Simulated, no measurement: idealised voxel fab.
The process module that follows is named voxel self aligned contacts.
cross-section cut | 265 nm wide | cells 5 nm
For the purposes of this document, a cross-section shall be understood as a grid of square cells, specified as bands listed in top-to-bottom order, each band consisting of one or more rows of cells.
Heads up on the band format: heights come first, top then bottom, in nm. After that it's the materials left to right, each with its width in nm. A single material flagged "edge to edge" fills the whole band edge to edge, and "empty" means there's empty space there.
Where do heights start? At 0: under that level the wafer as delivered is made of one material only. And the lowest band has no floor; it just carries on downward, as in "0 nm and below".
A width given as "30->40" starts at the first number in the band's top row and ends at the second number in its bottom row, shifting by an equal amount at every step from row to row.
Step note "remained the same" = no cross-section cell changed.
"Unvented voids" enumerates empty spaces isolated from the top, with no open way to it, that contain at least 8 cells, giving each as width x height at distance from the left edge, all three in nm.
Text after the settings on a step's line: the simulator's own remark on that step.
What "overlay nm" on a step's line means: if the step has a mask, that mask lay this far to the right of its planned place, or, when the value is negative, to the left.
-- Steps in the process plan
| 1 | RECEIVE: material Si |
| 2 | CONFORMAL_DEP: material SiO2, thk nm 5 |
| 3 | DIRECTIONAL_DEP: material polySi, thk nm 20 |
| 4 | DIRECTIONAL_DEP: material SiN, thk nm 15 |
| 5 | PATTERN: tone cover, mask id GATE, material resist, width nm 35, pitch nm 70, thk nm 15, overlay nm 0 |
| 6 | DIRECTIONAL_ETCH: etch materials SiN, depth nm 15 |
| 7 | DIRECTIONAL_ETCH: etch materials polySi, depth nm 20 |
| 8 | STRIP: etch materials resist |
| 9 | CONFORMAL_DEP: material SiN, thk nm 5 |
| 10 | DIRECTIONAL_ETCH: etch materials SiN, depth nm 5 |
| 11 | FILL_DEP: material SiO2, thk nm 10 |
| 12 | CMP: height nm 45 |
| 13 | PATTERN: tone open, mask id CONTACT, material resist, width nm 55, thk nm 20, overlay nm 0 |
| 14 | DIRECTIONAL_ETCH: etch materials SiO2, depth nm 45 |
| 15 | STRIP: etch materials resist |
| 16 | CONFORMAL_DEP: material TiN, thk nm 5 |
| 17 | FILL_DEP: material W, thk nm 5 |
| 18 | CMP: height nm 45 |
| 19 | CONFORMAL_DEP: material SiCN, thk nm 5 |
-- This is the cross-section of the wafer as we received it, i.e. after step 1
  0 nm and below = Si edge to edge
  Unvented voids: none
-- Final cross-section, module run with one mistake (start and plan as above)
  50 nm to 45 nm = SiCN edge to edge
  45 nm to 35 nm = 75 nm SiO2, 45 nm SiN, 5 nm TiN, 15 nm W, 5 nm TiN, 45 nm SiN, 75 nm SiO2
  35 nm to 20 nm = 75 nm SiO2, 5 nm SiN, 35 nm polySi, 5 nm SiN, 5 nm TiN, 15 nm W, 5 nm TiN, 5 nm SiN, 35 nm polySi, 5 nm SiN, 75 nm SiO2
  20 nm to 15 nm = 75 nm SiO2, 5 nm SiN, 35 nm polySi, 5 nm SiN, 25 nm TiN, 5 nm SiN, 35 nm polySi, 5 nm SiN, 75 nm SiO2
  15 nm to 5 nm = polySi edge to edge
  5 nm to 0 nm = SiO2 edge to edge
  0 nm and below = Si edge to edge
  Unvented voids: none
In executing the process, a mistake was made relative to the plan: step 3, actual vs plan mismatch, actual run DIRECTIONAL_DEP: material polySi, thk nm 30
